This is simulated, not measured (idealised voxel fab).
You're looking at the process module voxel gate over fins.
Displayed cross-section: cut, width of 285 nm, square cells sized 5 nm.
In this document a cross-section is written as a grid of square cells. It is given as a series of bands, listed from the top down, and a band is one or more rows of cells.
Band: top height; bottom height; in nm. Then, left to right: material with width in nm, for each material. "edge to edge": a single material spanning edge to edge. "blank": empty space.
Heights are reckoned from 0. Under this level, the received wafer is all of one material. The bottommost band is open-ended downward, for example "from 0 down".
The two numbers in a width such as "30->40" mark its ends across the band: the first belongs to the top row of cells, the second to the bottom row, and from each row to the next the width moves by the same amount.
Reading "no modifications" for a step: not a cell of the cross-section changed in it.
The label "Voids lacking openings" introduces a list of the empty spaces, 8 cells or larger, that have no open way up to the top; each entry in it reads width x height at distance, where the distance is taken from the left edge and all three are stated in nm.
Formally, on a step line, whatever follows the settings is a remark that the simulator itself makes on the step.
overlay nm: for a step with a mask, the amount by which the mask lay right of where it was planned; a negative amount means left of it.

List of planned process steps:
1. RECEIVE with material Si
2. CONFORMAL_DEP with material SiN, thk nm 5
3. MASKED_ETCH with tone cover, mask id FINS, width nm 15, pitch nm 55, etch materials SiN, depth nm 5, overlay nm 0
4. MASKED_ETCH with tone cover, mask id FINS, width nm 15, pitch nm 55, etch materials Si, depth nm 40, overlay nm 0
5. OXIDIZE with depth nm 5
6. FILL_DEP with material SiO2, thk nm 15
7. CMP with height nm 5
8. MASKED_ETCH with tone open, mask id RAIL, width nm 15, etch materials SiO2, depth nm 40, overlay nm -15
9. CONFORMAL_DEP with material TiN, thk nm 5
10. FILL_DEP with material W, thk nm 5
11. CMP with height nm 5
12. SELECTIVE_ETCH with etch materials W Ru TiN, depth nm 25
13. FILL_DEP with material SiO2, thk nm 5
14. CMP with height nm 5
15. SELECTIVE_ETCH with etch materials SiO2, depth nm 20
16. STRIP with etch materials SiN
17. CONFORMAL_DEP with material HfO2, thk nm 5
18. CONFORMAL_DEP with material TiN, thk nm 5
19. FILL_DEP with material W, thk nm 15
20. CMP with height nm 20
21. CONFORMAL_DEP with material SiCN, thk nm 5
Where the wafers of this document differ is in the overlay nm of step 8; they start out the same, and the plan states the value that applied to the first wafer.

First of several wafers (as received, post step 1), cross-sectional view:
  from 0 down  Si edge to edge
  Voids lacking openings: none

For your reference, the table is organized with a row per wafer; each row reflects the wafer at the end of the module, indicating for each material the cells gained (+) or lost (-) since receipt, and thereafter its closed voids:
overlay nm -15, +81 HfO2, -477 Si, +57 SiCN, +312 SiO2, +87 TiN, +225 W, Voids lacking openings: none
overlay nm -10, +81 HfO2, -477 Si, +57 SiCN, +309 SiO2, +88 TiN, +227 W, Voids lacking openings: none
overlay nm -5, +81 HfO2, -477 Si, +57 SiCN, +309 SiO2, +88 TiN, +227 W, Voids lacking openings: none
overlay nm 0, +81 HfO2, -477 Si, +57 SiCN, +309 SiO2, +88 TiN, +227 W, Voids lacking openings: none
overlay nm 5, +81 HfO2, -477 Si, +57 SiCN, +309 SiO2, +88 TiN, +227 W, Voids lacking openings: none
overlay nm 10, +81 HfO2, -477 Si, +57 SiCN, +309 SiO2, +88 TiN, +227 W, Voids lacking openings: none
overlay nm 15, +81 HfO2, -477 Si, +57 SiCN, +309 SiO2, +88 TiN, +227 W, Voids lacking openings: none
